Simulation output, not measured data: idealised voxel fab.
process module | voxel transistor to metal
cross-section cut | 250 nm wide | cells 5 nm
A cross-section is a grid of square cells, given in bands from the top down. A band is one or more rows of cells.
Each band's line starts with the height of the band's top and of its bottom, in nm. Then come its materials from left to right, each with its width in nm. One material with "throughout" fills the band from edge to edge. "air" is empty space.
Height 0 is the level under which the wafer as received is all one material. The lowest band goes on downwards, as in "0 down".
A width such as "30 to 40" changes by the same amount from each row of cells to the next, from the band's top row to its bottom row.
"no change" after a step means that no cell of the cross-section changed.
closed voids: empty space of 8 cells or more with no open way to the top, each as width x height at its distance from the left edge, in nm
after a step's settings: what the simulator itself notes on the step
overlay nm, on a step with a mask: how far to the right of its planned place the mask lay; to the left if negative
plan
1 op RECEIVE | material Si
2 op OXIDIZE | depth nm 5
3 op CONFORMAL_DEP | material SiN | thk nm 15
4 op PATTERN | tone cover | mask id ACTIVE | material resist | width nm 100 | pitch nm 120 | thk nm 15 | overlay nm 0
5 op DIRECTIONAL_ETCH | etch materials SiN | depth nm 15
6 op DIRECTIONAL_ETCH | etch materials SiO2 | depth nm 5
7 op DIRECTIONAL_ETCH | etch materials Si | depth nm 35
8 op STRIP | etch materials resist
9 op OXIDIZE | depth nm 5
10 op FILL_DEP | material SiO2 | thk nm 5
11 op CMP | height nm 15
12 op SELECTIVE_ETCH | etch materials SiO2 | depth nm 15
13 op STRIP | etch materials SiN
14 op SELECTIVE_ETCH | etch materials SiO2 | depth nm 5
15 op OXIDIZE | depth nm 5
16 op DIRECTIONAL_DEP | material polySi | thk nm 30
17 op DIRECTIONAL_DEP | material SiCN | thk nm 10
18 op MASKED_ETCH | tone cover | mask id GATE | width nm 20 | pitch nm 120 | etch materials SiCN | depth nm 20 | overlay nm 0
19 op MASKED_ETCH | tone cover | mask id GATE | width nm 20 | pitch nm 120 | etch materials polySi | depth nm 40 | overlay nm 0
20 op CONFORMAL_DEP | material SiO2 | thk nm 5
21 op DIRECTIONAL_ETCH | etch materials SiO2 | depth nm 5
22 op CONFORMAL_DEP | material SiN | thk nm 5
23 op DIRECTIONAL_ETCH | etch materials SiN | depth nm 5
24 op DIRECTIONAL_ETCH | etch materials SiO2 | depth nm 5
25 op DIRECTIONAL_ETCH | etch materials Si | depth nm 15
26 op EPI | material pSi | thk nm 15
27 op FILL_DEP | material SiO2 | thk nm 10
28 op CMP | height nm 35
29 op DIRECTIONAL_DEP | material SiO2 | thk nm 15
30 op MASKED_ETCH | tone open | mask id CONTACT | width nm 20 | etch materials SiO2 | depth nm 60 | overlay nm 0
31 op CONFORMAL_DEP | material TiN | thk nm 5
32 op FILL_DEP | material Ru | thk nm 10
33 op CMP | height nm 50
34 op CONFORMAL_DEP | material SiN | thk nm 5
35 op DIRECTIONAL_DEP | material lowk | thk nm 25
36 op DIRECTIONAL_DEP | material aC | thk nm 10
37 op PATTERN | tone open | mask id METAL_1 | material resist | width nm 20 | thk nm 25 | overlay nm 0
38 op DIRECTIONAL_ETCH | etch materials aC | depth nm 10
39 op STRIP | etch materials resist
40 op DIRECTIONAL_ETCH | etch materials lowk | depth nm 25
41 op DIRECTIONAL_ETCH | etch materials SiN | depth nm 5
42 op STRIP | etch materials aC
43 op CONFORMAL_DEP | material TiN | thk nm 5
44 op FILL_DEP | material Cu | thk nm 5
45 op CMP | height nm 80
46 op CONFORMAL_DEP | material SiCN | thk nm 5
47 op DIRECTIONAL_DEP | material lowk | thk nm 25
48 op PATTERN | tone open | mask id METAL_2 | material resist | width nm 20 | pitch nm 120 | thk nm 20 | overlay nm 0
49 op DIRECTIONAL_ETCH | etch materials lowk | depth nm 15
50 op STRIP | etch materials resist
51 op PATTERN | tone open | mask id METAL_2_HOLES | material resist | width nm 15 | pitch nm 120 | thk nm 20 | overlay nm 0
52 op DIRECTIONAL_ETCH | etch materials lowk | depth nm 10
53 op DIRECTIONAL_ETCH | etch materials SiCN | depth nm 5
54 op STRIP | etch materials resist
55 op CONFORMAL_DEP | material TiN | thk nm 5
56 op FILL_DEP | material Cu | thk nm 10
57 op CMP | height nm 110
58 op CONFORMAL_DEP | material SiN | thk nm 5
first wafer, as planned
as received, after step 1
  0 down: Si throughout
  closed voids: none
after step 2
  0 to -5: SiO2 throughout
  below -5: unchanged
after step 3
  15 to 0: SiN throughout
  below 0: unchanged
after step 4
  30 to 15: air 15 | resist 100 | air 20 | resist 100 | air 15
  below 15: unchanged
after step 5
  30 to 15: air 15 | resist 100 | air 20 | resist 100 | air 15
  15 to 0: air 15 | SiN 100 | air 20 | SiN 100 | air 15
  below 0: unchanged
after step 6
  30 to 15: air 15 | resist 100 | air 20 | resist 100 | air 15
  15 to 0: air 15 | SiN 100 | air 20 | SiN 100 | air 15
  0 to -5: air 15 | SiO2 100 | air 20 | SiO2 100 | air 15
  below -5: unchanged
after step 7
  30 to 15: air 15 | resist 100 | air 20 | resist 100 | air 15
  15 to 0: air 15 | SiN 100 | air 20 | SiN 100 | air 15
  0 to -5: air 15 | SiO2 100 | air 20 | SiO2 100 | air 15
  -5 to -40: air 15 | Si 100 | air 20 | Si 100 | air 15
  below -40: unchanged
after step 8
  15 to 0: air 15 | SiN 100 | air 20 | SiN 100 | air 15
  below 0: unchanged
after step 9
  15 to 0: air 15 | SiN 100 | air 20 | SiN 100 | air 15
  0 to -5: air 15 | SiO2 100 | air 20 | SiO2 100 | air 15
  -5 to -40: air 15 | SiO2 5 | Si 90 | SiO2 5 | air 20 | SiO2 5 | Si 90 | SiO2 5 | air 15
  -40 to -45: SiO2 20 | Si 90 | SiO2 30 | Si 90 | SiO2 20
  below -45: unchanged
after step 10
  20 to 15: SiO2 throughout
  15 to 0: SiO2 15 | SiN 100 | SiO2 20 | SiN 100 | SiO2 15
  0 to -5: SiO2 throughout
  -5 to -45: SiO2 20 | Si 90 | SiO2 30 | Si 90 | SiO2 20
  below -45: unchanged
after step 11
  15 to 0: SiO2 15 | SiN 100 | SiO2 20 | SiN 100 | SiO2 15
  below 0: unchanged
after step 12
  15 to 0: air 15 | SiN 100 | air 20 | SiN 100 | air 15
  below 0: unchanged
after step 13
  0 to -5: SiO2 throughout
  below -5: unchanged
after step 14
  -5 to -45: SiO2 20 | Si 90 | SiO2 30 | Si 90 | SiO2 20
  below -45: unchanged
after step 15
  -5 to -10: SiO2 throughout
  below -10: unchanged
after step 16
  25 to -5: polySi throughout
  below -5: unchanged
after step 17
  35 to 25: SiCN throughout
  below 25: unchanged
after step 18
  35 to 25: air 55 | SiCN 20 | air 100 | SiCN 20 | air 55
  below 25: unchanged
after step 19
  35 to 25: air 55 | SiCN 20 | air 100 | SiCN 20 | air 55
  25 to -5: air 55 | polySi 20 | air 100 | polySi 20 | air 55
  below -5: unchanged
after step 20
  40 to 35: air 50 | SiO2 30 | air 90 | SiO2 30 | air 50
  35 to 25: air 50 | SiO2 5 | SiCN 20 | SiO2 5 | air 90 | SiO2 5 | SiCN 20 | SiO2 5 | air 50
  25 to 0: air 50 | SiO2 5 | polySi 20 | SiO2 5 | air 90 | SiO2 5 | polySi 20 | SiO2 5 | air 50
  0 to -5: SiO2 55 | polySi 20 | SiO2 100 | polySi 20 | SiO2 55
  below -5: unchanged
after step 21
  35 to 25: air 50 | SiO2 5 | SiCN 20 | SiO2 5 | air 90 | SiO2 5 | SiCN 20 | SiO2 5 | air 50
  25 to -5: air 50 | SiO2 5 | polySi 20 | SiO2 5 | air 90 | SiO2 5 | polySi 20 | SiO2 5 | air 50
  below -5: unchanged
after step 22
  40 to 35: air 45 | SiN 40 | air 80 | SiN 40 | air 45
  35 to 25: air 45 | SiN 5 | SiO2 5 | SiCN 20 | SiO2 5 | SiN 5 | air 80 | SiN 5 | SiO2 5 | SiCN 20 | SiO2 5 | SiN 5 | air 45
  25 to 0: air 45 | SiN 5 | SiO2 5 | polySi 20 | SiO2 5 | SiN 5 | air 80 | SiN 5 | SiO2 5 | polySi 20 | SiO2 5 | SiN 5 | air 45
  0 to -5: SiN 50 | SiO2 5 | polySi 20 | SiO2 5 | SiN 90 | SiO2 5 | polySi 20 | SiO2 5 | SiN 50
  below -5: unchanged
after step 23
  35 to 25: air 45 | SiN 5 | SiO2 5 | SiCN 20 | SiO2 5 | SiN 5 | air 80 | SiN 5 | SiO2 5 | SiCN 20 | SiO2 5 | SiN 5 | air 45
  25 to -5: air 45 | SiN 5 | SiO2 5 | polySi 20 | SiO2 5 | SiN 5 | air 80 | SiN 5 | SiO2 5 | polySi 20 | SiO2 5 | SiN 5 | air 45
  below -5: unchanged
after step 24
  35 to 30: air 45 | SiN 5 | air 5 | SiCN 20 | air 5 | SiN 5 | air 80 | SiN 5 | air 5 | SiCN 20 | air 5 | SiN 5 | air 45
  30 to 25: air 45 | SiN 5 | SiO2 5 | SiCN 20 | SiO2 5 | SiN 5 | air 80 | SiN 5 | SiO2 5 | SiCN 20 | SiO2 5 | SiN 5 | air 45
  25 to -5: air 45 | SiN 5 | SiO2 5 | polySi 20 | SiO2 5 | SiN 5 | air 80 | SiN 5 | SiO2 5 | polySi 20 | SiO2 5 | SiN 5 | air 45
  -5 to -10: air 45 | SiO2 40 | air 80 | SiO2 40 | air 45
  below -10: unchanged
after step 25
  35 to 30: air 45 | SiN 5 | air 5 | SiCN 20 | air 5 | SiN 5 | air 80 | SiN 5 | air 5 | SiCN 20 | air 5 | SiN 5 | air 45
  30 to 25: air 45 | SiN 5 | SiO2 5 | SiCN 20 | SiO2 5 | SiN 5 | air 80 | SiN 5 | SiO2 5 | SiCN 20 | SiO2 5 | SiN 5 | air 45
  25 to -5: air 45 | SiN 5 | SiO2 5 | polySi 20 | SiO2 5 | SiN 5 | air 80 | SiN 5 | SiO2 5 | polySi 20 | SiO2 5 | SiN 5 | air 45
  -5 to -10: air 45 | SiO2 40 | air 80 | SiO2 40 | air 45
  -10 to -25: SiO2 20 | air 25 | Si 40 | air 25 | SiO2 30 | air 25 | Si 40 | air 25 | SiO2 20
  below -25: unchanged
after step 26
  35 to 30: air 45 | SiN 5 | air 5 | SiCN 20 | air 5 | SiN 5 | air 80 | SiN 5 | air 5 | SiCN 20 | air 5 | SiN 5 | air 45
  30 to 25: air 45 | SiN 5 | SiO2 5 | SiCN 20 | SiO2 5 | SiN 5 | air 80 | SiN 5 | SiO2 5 | SiCN 20 | SiO2 5 | SiN 5 | air 45
  25 to 5: air 45 | SiN 5 | SiO2 5 | polySi 20 | SiO2 5 | SiN 5 | air 80 | SiN 5 | SiO2 5 | polySi 20 | SiO2 5 | SiN 5 | air 45
  5 to -5: air 30 | pSi 15 | SiN 5 | SiO2 5 | polySi 20 | SiO2 5 | SiN 5 | pSi 15 | air 50 | pSi 15 | SiN 5 | SiO2 5 | polySi 20 | SiO2 5 | SiN 5 | pSi 15 | air 30
  -5 to -10: air 30 | pSi 15 | SiO2 40 | pSi 15 | air 50 | pSi 15 | SiO2 40 | pSi 15 | air 30
  -10 to -25: SiO2 20 | pSi 25 | Si 40 | pSi 25 | SiO2 30 | pSi 25 | Si 40 | pSi 25 | SiO2 20
  below -25: unchanged
after step 27
  45 to 35: SiO2 throughout
  35 to 25: SiO2 45 | SiN 5 | SiO2 5 | SiCN 20 | SiO2 5 | SiN 5 | SiO2 80 | SiN 5 | SiO2 5 | SiCN 20 | SiO2 5 | SiN 5 | SiO2 45
  25 to 5: SiO2 45 | SiN 5 | SiO2 5 | polySi 20 | SiO2 5 | SiN 5 | SiO2 80 | SiN 5 | SiO2 5 | polySi 20 | SiO2 5 | SiN 5 | SiO2 45
  5 to -5: SiO2 30 | pSi 15 | SiN 5 | SiO2 5 | polySi 20 | SiO2 5 | SiN 5 | pSi 15 | SiO2 50 | pSi 15 | SiN 5 | SiO2 5 | polySi 20 | SiO2 5 | SiN 5 | pSi 15 | SiO2 30
  -5 to -10: SiO2 30 | pSi 15 | SiO2 40 | pSi 15 | SiO2 50 | pSi 15 | SiO2 40 | pSi 15 | SiO2 30
  below -10: unchanged
after step 28
  35 to 25: SiO2 45 | SiN 5 | SiO2 5 | SiCN 20 | SiO2 5 | SiN 5 | SiO2 80 | SiN 5 | SiO2 5 | SiCN 20 | SiO2 5 | SiN 5 | SiO2 45
  below 25: unchanged
after step 29
  50 to 35: SiO2 throughout
  below 35: unchanged
after step 30
  50 to 35: SiO2 20 | air 20 | SiO2 50 | air 20 | SiO2 30 | air 20 | SiO2 50 | air 20 | SiO2 20
  35 to 25: SiO2 20 | air 20 | SiO2 5 | SiN 5 | SiO2 5 | SiCN 20 | SiO2 5 | SiN 5 | SiO2 5 | air 20 | SiO2 30 | air 20 | SiO2 5 | SiN 5 | SiO2 5 | SiCN 20 | SiO2 5 | SiN 5 | SiO2 5 | air 20 | SiO2 20
  25 to 5: SiO2 20 | air 20 | SiO2 5 | SiN 5 | SiO2 5 | polySi 20 | SiO2 5 | SiN 5 | SiO2 5 | air 20 | SiO2 30 | air 20 | SiO2 5 | SiN 5 | SiO2 5 | polySi 20 | SiO2 5 | SiN 5 | SiO2 5 | air 20 | SiO2 20
  5 to -5: SiO2 20 | air 10 | pSi 15 | SiN 5 | SiO2 5 | polySi 20 | SiO2 5 | SiN 5 | pSi 15 | air 10 | SiO2 30 | air 10 | pSi 15 | SiN 5 | SiO2 5 | polySi 20 | SiO2 5 | SiN 5 | pSi 15 | air 10 | SiO2 20
  -5 to -10: SiO2 20 | air 10 | pSi 15 | SiO2 40 | pSi 15 | air 10 | SiO2 30 | air 10 | pSi 15 | SiO2 40 | pSi 15 | air 10 | SiO2 20
  below -10: unchanged
after step 31
  55 to 50: TiN 25 | air 10 | TiN 60 | air 10 | TiN 40 | air 10 | TiN 60 | air 10 | TiN 25
  50 to 35: SiO2 20 | TiN 5 | air 10 | TiN 5 | SiO2 50 | TiN 5 | air 10 | TiN 5 | SiO2 30 | TiN 5 | air 10 | TiN 5 | SiO2 50 | TiN 5 | air 10 | TiN 5 | SiO2 20
  35 to 25: SiO2 20 | TiN 5 | air 10 | TiN 5 | SiO2 5 | SiN 5 | SiO2 5 | SiCN 20 | SiO2 5 | SiN 5 | SiO2 5 | TiN 5 | air 10 | TiN 5 | SiO2 30 | TiN 5 | air 10 | TiN 5 | SiO2 5 | SiN 5 | SiO2 5 | SiCN 20 | SiO2 5 | SiN 5 | SiO2 5 | TiN 5 | air 10 | TiN 5 | SiO2 20
  25 to 10: SiO2 20 | TiN 5 | air 10 | TiN 5 | SiO2 5 | SiN 5 | SiO2 5 | polySi 20 | SiO2 5 | SiN 5 | SiO2 5 | TiN 5 | air 10 | TiN 5 | SiO2 30 | TiN 5 | air 10 | TiN 5 | SiO2 5 | SiN 5 | SiO2 5 | polySi 20 | SiO2 5 | SiN 5 | SiO2 5 | TiN 5 | air 10 | TiN 5 | SiO2 20
  10 to 5: SiO2 20 | TiN 20 | SiO2 5 | SiN 5 | SiO2 5 | polySi 20 | SiO2 5 | SiN 5 | SiO2 5 | TiN 20 | SiO2 30 | TiN 20 | SiO2 5 | SiN 5 | SiO2 5 | polySi 20 | SiO2 5 | SiN 5 | SiO2 5 | TiN 20 | SiO2 20
  5 to -5: SiO2 20 | TiN 10 | pSi 15 | SiN 5 | SiO2 5 | polySi 20 | SiO2 5 | SiN 5 | pSi 15 | TiN 10 | SiO2 30 | TiN 10 | pSi 15 | SiN 5 | SiO2 5 | polySi 20 | SiO2 5 | SiN 5 | pSi 15 | TiN 10 | SiO2 20
  -5 to -10: SiO2 20 | TiN 10 | pSi 15 | SiO2 40 | pSi 15 | TiN 10 | SiO2 30 | TiN 10 | pSi 15 | SiO2 40 | pSi 15 | TiN 10 | SiO2 20
  below -10: unchanged
after step 32
  65 to 55: Ru throughout
  55 to 50: TiN 25 | Ru 10 | TiN 60 | Ru 10 | TiN 40 | Ru 10 | TiN 60 | Ru 10 | TiN 25
  50 to 35: SiO2 20 | TiN 5 | Ru 10 | TiN 5 | SiO2 50 | TiN 5 | Ru 10 | TiN 5 | SiO2 30 | TiN 5 | Ru 10 | TiN 5 | SiO2 50 | TiN 5 | Ru 10 | TiN 5 | SiO2 20
  35 to 25: SiO2 20 | TiN 5 | Ru 10 | TiN 5 | SiO2 5 | SiN 5 | SiO2 5 | SiCN 20 | SiO2 5 | SiN 5 | SiO2 5 | TiN 5 | Ru 10 | TiN 5 | SiO2 30 | TiN 5 | Ru 10 | TiN 5 | SiO2 5 | SiN 5 | SiO2 5 | SiCN 20 | SiO2 5 | SiN 5 | SiO2 5 | TiN 5 | Ru 10 | TiN 5 | SiO2 20
  25 to 10: SiO2 20 | TiN 5 | Ru 10 | TiN 5 | SiO2 5 | SiN 5 | SiO2 5 | polySi 20 | SiO2 5 | SiN 5 | SiO2 5 | TiN 5 | Ru 10 | TiN 5 | SiO2 30 | TiN 5 | Ru 10 | TiN 5 | SiO2 5 | SiN 5 | SiO2 5 | polySi 20 | SiO2 5 | SiN 5 | SiO2 5 | TiN 5 | Ru 10 | TiN 5 | SiO2 20
  below 10: unchanged
after step 33
  50 to 35: SiO2 20 | TiN 5 | Ru 10 | TiN 5 | SiO2 50 | TiN 5 | Ru 10 | TiN 5 | SiO2 30 | TiN 5 | Ru 10 | TiN 5 | SiO2 50 | TiN 5 | Ru 10 | TiN 5 | SiO2 20
  below 35: unchanged
after step 34
  55 to 50: SiN throughout
  below 50: unchanged
after step 35
  80 to 55: lowk throughout
  below 55: unchanged
after step 36
  90 to 80: aC throughout
  below 80: unchanged
after step 37
  115 to 90: resist 20 | air 20 | resist 50 | air 20 | resist 30 | air 20 | resist 50 | air 20 | resist 20
  below 90: unchanged
after step 38
  105 to 90: resist 20 | air 20 | resist 50 | air 20 | resist 30 | air 20 | resist 50 | air 20 | resist 20
  90 to 80: aC 20 | air 20 | aC 50 | air 20 | aC 30 | air 20 | aC 50 | air 20 | aC 20
  below 80: unchanged
after step 39
  90 to 80: aC 20 | air 20 | aC 50 | air 20 | aC 30 | air 20 | aC 50 | air 20 | aC 20
  below 80: unchanged
after step 40
  90 to 80: aC 20 | air 20 | aC 50 | air 20 | aC 30 | air 20 | aC 50 | air 20 | aC 20
  80 to 55: lowk 20 | air 20 | lowk 50 | air 20 | lowk 30 | air 20 | lowk 50 | air 20 | lowk 20
  below 55: unchanged
after step 41
  90 to 80: aC 20 | air 20 | aC 50 | air 20 | aC 30 | air 20 | aC 50 | air 20 | aC 20
  80 to 55: lowk 20 | air 20 | lowk 50 | air 20 | lowk 30 | air 20 | lowk 50 | air 20 | lowk 20
  55 to 50: SiN 20 | air 20 | SiN 50 | air 20 | SiN 30 | air 20 | SiN 50 | air 20 | SiN 20
  below 50: unchanged
after step 42
  80 to 55: lowk 20 | air 20 | lowk 50 | air 20 | lowk 30 | air 20 | lowk 50 | air 20 | lowk 20
  below 55: unchanged
after step 43
  85 to 80: TiN 25 | air 10 | TiN 60 | air 10 | TiN 40 | air 10 | TiN 60 | air 10 | TiN 25
  80 to 55: lowk 20 | TiN 5 | air 10 | TiN 5 | lowk 50 | TiN 5 | air 10 | TiN 5 | lowk 30 | TiN 5 | air 10 | TiN 5 | lowk 50 | TiN 5 | air 10 | TiN 5 | lowk 20
  55 to 50: SiN 20 | TiN 20 | SiN 50 | TiN 20 | SiN 30 | TiN 20 | SiN 50 | TiN 20 | SiN 20
  below 50: unchanged
after step 44
  90 to 85: Cu throughout
  85 to 80: TiN 25 | Cu 10 | TiN 60 | Cu 10 | TiN 40 | Cu 10 | TiN 60 | Cu 10 | TiN 25
  80 to 55: lowk 20 | TiN 5 | Cu 10 | TiN 5 | lowk 50 | TiN 5 | Cu 10 | TiN 5 | lowk 30 | TiN 5 | Cu 10 | TiN 5 | lowk 50 | TiN 5 | Cu 10 | TiN 5 | lowk 20
  below 55: unchanged
after step 45
  80 to 55: lowk 20 | TiN 5 | Cu 10 | TiN 5 | lowk 50 | TiN 5 | Cu 10 | TiN 5 | lowk 30 | TiN 5 | Cu 10 | TiN 5 | lowk 50 | TiN 5 | Cu 10 | TiN 5 | lowk 20
  below 55: unchanged
after step 46
  85 to 80: SiCN throughout
  below 80: unchanged
after step 47
  110 to 85: lowk throughout
  below 85: unchanged
after step 48
  130 to 110: resist 20 | air 20 | resist 100 | air 20 | resist 90
  below 110: unchanged
after step 49
  130 to 110: resist 20 | air 20 | resist 100 | air 20 | resist 90
  110 to 95: lowk 20 | air 20 | lowk 100 | air 20 | lowk 90
  below 95: unchanged
after step 50
  110 to 95: lowk 20 | air 20 | lowk 100 | air 20 | lowk 90
  below 95: unchanged
after step 51
  130 to 110: resist 20 | air 15 | resist 105 | air 15 | resist 95
  110 to 95: lowk 20 | air 15 | resist 5 | lowk 100 | air 15 | resist 5 | lowk 90
  below 95: unchanged
after step 52
  130 to 110: resist 20 | air 15 | resist 105 | air 15 | resist 95
  110 to 95: lowk 20 | air 15 | resist 5 | lowk 100 | air 15 | resist 5 | lowk 90
  95 to 85: lowk 20 | air 15 | lowk 105 | air 15 | lowk 95
  below 85: unchanged
after step 53
  130 to 110: resist 20 | air 15 | resist 105 | air 15 | resist 95
  110 to 95: lowk 20 | air 15 | resist 5 | lowk 100 | air 15 | resist 5 | lowk 90
  95 to 85: lowk 20 | air 15 | lowk 105 | air 15 | lowk 95
  85 to 80: SiCN 20 | air 15 | SiCN 105 | air 15 | SiCN 95
  below 80: unchanged
after step 54
  110 to 95: lowk 20 | air 20 | lowk 100 | air 20 | lowk 90
  below 95: unchanged
after step 55
  115 to 110: TiN 25 | air 10 | TiN 110 | air 10 | TiN 95
  110 to 100: lowk 20 | TiN 5 | air 10 | TiN 5 | lowk 100 | TiN 5 | air 10 | TiN 5 | lowk 90
  100 to 95: lowk 20 | TiN 5 | air 5 | TiN 10 | lowk 100 | TiN 5 | air 5 | TiN 10 | lowk 90
  95 to 85: lowk 20 | TiN 5 | air 5 | TiN 5 | lowk 105 | TiN 5 | air 5 | TiN 5 | lowk 95
  85 to 80: SiCN 20 | TiN 15 | SiCN 105 | TiN 15 | SiCN 95
  below 80: unchanged
after step 56
  125 to 115: Cu throughout
  115 to 110: TiN 25 | Cu 10 | TiN 110 | Cu 10 | TiN 95
  110 to 100: lowk 20 | TiN 5 | Cu 10 | TiN 5 | lowk 100 | TiN 5 | Cu 10 | TiN 5 | lowk 90
  100 to 95: lowk 20 | TiN 5 | Cu 5 | TiN 10 | lowk 100 | TiN 5 | Cu 5 | TiN 10 | lowk 90
  95 to 85: lowk 20 | TiN 5 | Cu 5 | TiN 5 | lowk 105 | TiN 5 | Cu 5 | TiN 5 | lowk 95
  below 85: unchanged
after step 57
  110 to 100: lowk 20 | TiN 5 | Cu 10 | TiN 5 | lowk 100 | TiN 5 | Cu 10 | TiN 5 | lowk 90
  below 100: unchanged
after step 58
  115 to 110: SiN throughout
  below 110: unchanged
second wafer: like start, like plan, one mistake. Through step 46 it matches the first wafer
when step 47 should have ended
  135 to 85: lowk throughout
  below 85: unchanged
when step 48 should have ended
  155 to 135: resist 20 | air 20 | resist 100 | air 20 | resist 90
  below 135: unchanged
when step 49 should have ended
  155 to 135: resist 20 | air 20 | resist 100 | air 20 | resist 90
  135 to 120: lowk 20 | air 20 | lowk 100 | air 20 | lowk 90
  below 120: unchanged
when step 50 should have ended
  135 to 120: lowk 20 | air 20 | lowk 100 | air 20 | lowk 90
  below 120: unchanged
when step 51 should have ended
  155 to 135: resist 20 | air 15 | resist 105 | air 15 | resist 95
  135 to 120: lowk 20 | air 15 | resist 5 | lowk 100 | air 15 | resist 5 | lowk 90
  below 120: unchanged
when step 52 should have ended
  155 to 135: resist 20 | air 15 | resist 105 | air 15 | resist 95
  135 to 120: lowk 20 | air 15 | resist 5 | lowk 100 | air 15 | resist 5 | lowk 90
  120 to 110: lowk 20 | air 15 | lowk 105 | air 15 | lowk 95
  below 110: unchanged
when step 53 should have ended: no change
when step 54 should have ended
  135 to 120: lowk 20 | air 20 | lowk 100 | air 20 | lowk 90
  below 120: unchanged
when step 55 should have ended
  140 to 135: TiN 25 | air 10 | TiN 110 | air 10 | TiN 95
  135 to 125: lowk 20 | TiN 5 | air 10 | TiN 5 | lowk 100 | TiN 5 | air 10 | TiN 5 | lowk 90
  125 to 115: lowk 20 | TiN 5 | air 5 | TiN 10 to 5 | lowk 100 to 105 | TiN 5 | air 5 | TiN 10 to 5 | lowk 90 to 95
  115 to 110: lowk 20 | TiN 15 | lowk 105 | TiN 15 | lowk 95
  below 110: unchanged
when step 56 should have ended
  150 to 140: Cu throughout
  140 to 135: TiN 25 | Cu 10 | TiN 110 | Cu 10 | TiN 95
  135 to 125: lowk 20 | TiN 5 | Cu 10 | TiN 5 | lowk 100 | TiN 5 | Cu 10 | TiN 5 | lowk 90
  125 to 115: lowk 20 | TiN 5 | Cu 5 | TiN 10 to 5 | lowk 100 to 105 | TiN 5 | Cu 5 | TiN 10 to 5 | lowk 90 to 95
  below 115: unchanged
when step 57 should have ended
  110 to 85: lowk throughout
  below 85: unchanged
when step 58 should have ended
  115 to 110: SiN throughout
  below 110: unchanged
what went wrong: step 47 was run twice
at the end the second wafer has, in cells: 14 fewer of Cu | 6 more of SiCN | 28 fewer of TiN | 36 more of lowk
